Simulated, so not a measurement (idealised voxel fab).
The process module that follows is named voxel local oxidation.
It is cross-section cut that appears here, measuring 275 nm in width, its square cells being 5 nm in size.
Format of a cross-section: grid, square cells. Given as bands. Order: top down. Band: one or more rows of cells.
For a band, the entry starts with two heights in nm, that of the top and then that of the bottom, and carries on with the band's materials in order from left to right, each alongside its width in nm; the word "full width" beside a single material means it fills the band edge to edge, and "blank" means empty space.
Counting heights begins at 0, where everything beneath is, in the wafer as received, one material. The lowest band has no bottom; it goes on downwards, as "0 -> down" shows.
The notation "30..40" denotes a width that varies across the rows of cells in the band, beginning at the first number in the top row, finishing at the second number in the bottom row, and changing by an identical amount from each row to the next.
"identical to before" -> step changed no cross-section cell.
"Non-vented voids" lists enclosed empty spaces (at least 8 cells, no open path upward to the top), each as width x height at distance from the left edge, in nm.
Text after the settings on a step's line: the simulator's own remark on that step.
What "overlay nm" on a step's line means: if the step has a mask, that mask lay this far to the right of its planned place, or, when the value is negative, to the left.
These are the steps we planned for the process:
step 1: RECEIVE,material Si
step 2: OXIDIZE,depth nm 5
step 3: CONFORMAL_DEP,material SiN,thk nm 15
step 4: PATTERN,tone cover,mask id ACTIVE,material resist,width nm 130,thk nm 15,overlay nm 0
step 5: DIRECTIONAL_ETCH,etch materials SiN,depth nm 15
step 6: STRIP,etch materials resist
step 7: SELECTIVE_ETCH,etch materials SiO2,depth nm 5
step 8: OXIDIZE,depth nm 15
step 9: STRIP,etch materials SiN
Wafer, first of two, run as planned:
As received (post step 1): cross-section:
    0 -> down  Si full width
    Non-vented voids: none
Step 2 complete: cross-section through the wafer:
    0 -> -5  SiO2 full width
    Unchanged below -5.
Step 3 complete: cross-section through the wafer:
    15 -> 0  SiN full width
    Unchanged below 0.
Step 4 complete: cross-section through the wafer:
    30 -> 15  blank (70) / resist (130) / blank (75)
    Unchanged below 15.
Step 5 complete: cross-section through the wafer:
    30 -> 15  blank (70) / resist (130) / blank (75)
    15 -> 0  blank (70) / SiN (130) / blank (75)
    Unchanged below 0.
Step 6 complete: cross-section through the wafer:
    15 -> 0  blank (70) / SiN (130) / blank (75)
    Unchanged below 0.
Step 7 complete: cross-section through the wafer:
    15 -> 0  blank (70) / SiN (130) / blank (75)
    0 -> -5  blank (75) / SiO2 (120) / blank (80)
    Unchanged below -5.
Step 8 complete: cross-section through the wafer:
    15 -> 0  blank (70) / SiN (130) / blank (75)
    0 -> -5  blank (75) / SiO2 (120) / blank (80)
    -5 -> -20  SiO2 (90) / Si (90) / SiO2 (95)
    Unchanged below -20.
Step 9 complete: cross-section through the wafer:
    0 -> -5  blank (75) / SiO2 (120) / blank (80)
    Unchanged below -5.
Here the second wafer is described. Its start and its plan were those of the first wafer. Its run contained one mistake. Up to and including step 3, it did exactly what the first wafer did:
Cross-section: second wafer, time at which step 4 was scheduled to end:
    30 -> 15  resist (70) / blank (130) / resist (75)
    Unchanged below 15.
Cross-section: second wafer, time at which step 5 was scheduled to end:
    30 -> 15  resist (70) / blank (130) / resist (75)
    15 -> 0  SiN (70) / blank (130) / SiN (75)
    Unchanged below 0.
Cross-section: second wafer, time at which step 6 was scheduled to end:
    15 -> 0  SiN (70) / blank (130) / SiN (75)
    Unchanged below 0.
Cross-section: second wafer, time at which step 7 was scheduled to end:
    15 -> 0  SiN (70) / blank (130) / SiN (75)
    0 -> -5  SiO2 (65) / blank (140) / SiO2 (70)
    Unchanged below -5.
Cross-section: second wafer, time at which step 8 was scheduled to end:
    15 -> 0  SiN (70) / blank (130) / SiN (75)
    0 -> -5  SiO2 (65) / blank (140) / SiO2 (70)
    -5 -> -20  Si (50) / SiO2 (170) / Si (55)
    Unchanged below -20.
Cross-section: second wafer, time at which step 9 was scheduled to end:
    0 -> -5  SiO2 (65) / blank (140) / SiO2 (70)
    Unchanged below -5.
What went wrong in running the wafer? so step 4 ended up running with a different setting than we planned, it ran as PATTERN,tone open,mask id ACTIVE,material resist,width nm 130,thk nm 15,overlay nm 0
At the finish, the second wafer shows more or fewer cells for some materials than the first does: +9 Si; -6 SiO2
